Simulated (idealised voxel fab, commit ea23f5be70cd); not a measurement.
process module | voxel ribs on slabs
cross-section cut | 260 nm wide | cells 5 nm
A cross-section is a grid of square cells, given in bands from the top down. A band is one or more rows of cells.
Each band's line starts with the height of the band's top and of its bottom, in nm. Then come its materials from left to right, each with its width in nm. One material with "throughout" fills the band from edge to edge. "air" is empty space.
Height 0 is the level under which the wafer as received is all one material. The lowest band goes on downwards, as in "0 down".
A width such as "30 to 40" changes by the same amount from each row of cells to the next, from the band's top row to its bottom row.
"no change" after a step means that no cell of the cross-section changed.
closed voids: empty space of 8 cells or more with no open way to the top, each as width x height at its distance from the left edge, in nm
after a step's settings: what the simulator itself notes on the step
overlay nm, on a step with a mask: how far to the right of its planned place the mask lay; to the left if negative
plan
1 op RECEIVE | material Si
2 op DIRECTIONAL_DEP | material SiO2 | thk nm 25
3 op DIRECTIONAL_DEP | material SiN | thk nm 20
4 op MASKED_ETCH | tone cover | mask id RIB | width nm 30 | etch materials SiN | depth nm 5 | overlay nm 0
5 op DIRECTIONAL_DEP | material aC | thk nm 10
6 op PATTERN | tone cover | mask id SLAB | material resist | width nm 80 | thk nm 25 | overlay nm 0
7 op DIRECTIONAL_ETCH | etch materials aC | depth nm 10
8 op STRIP | etch materials resist
9 op DIRECTIONAL_ETCH | etch materials SiN | depth nm 15
10 op STRIP | etch materials aC
11 op FILL_DEP | material SiO2 | thk nm 20
12 op CMP | height nm 55
13 op DIRECTIONAL_DEP | material W | thk nm 10
14 op MASKED_ETCH | tone cover | mask id HEATER | width nm 40 | etch materials W | depth nm 10 | overlay nm 0
15 op CONFORMAL_DEP | material SiN | thk nm 5
as received, after step 1
  0 down: Si throughout
  closed voids: none
a wafer at the end: this start, this plan, one mistake
  70 to 65: air 100 | SiN 50 | air 110
  65 to 60: air 100 | SiN 5 | W 40 | SiN 5 | air 110
  60 to 55: SiN 105 | W 40 | SiN 115
  55 to 45: SiO2 throughout
  45 to 40: SiO2 115 | SiN 30 | SiO2 115
  40 to 25: SiO2 90 | SiN 80 | SiO2 90
  25 to 0: SiO2 throughout
  0 down: Si throughout
  closed voids: none
what went wrong: step 14 ran as: op MASKED_ETCH | tone cover | mask id HEATER | width nm 40 | etch materials W | depth nm 10 | overlay nm -5
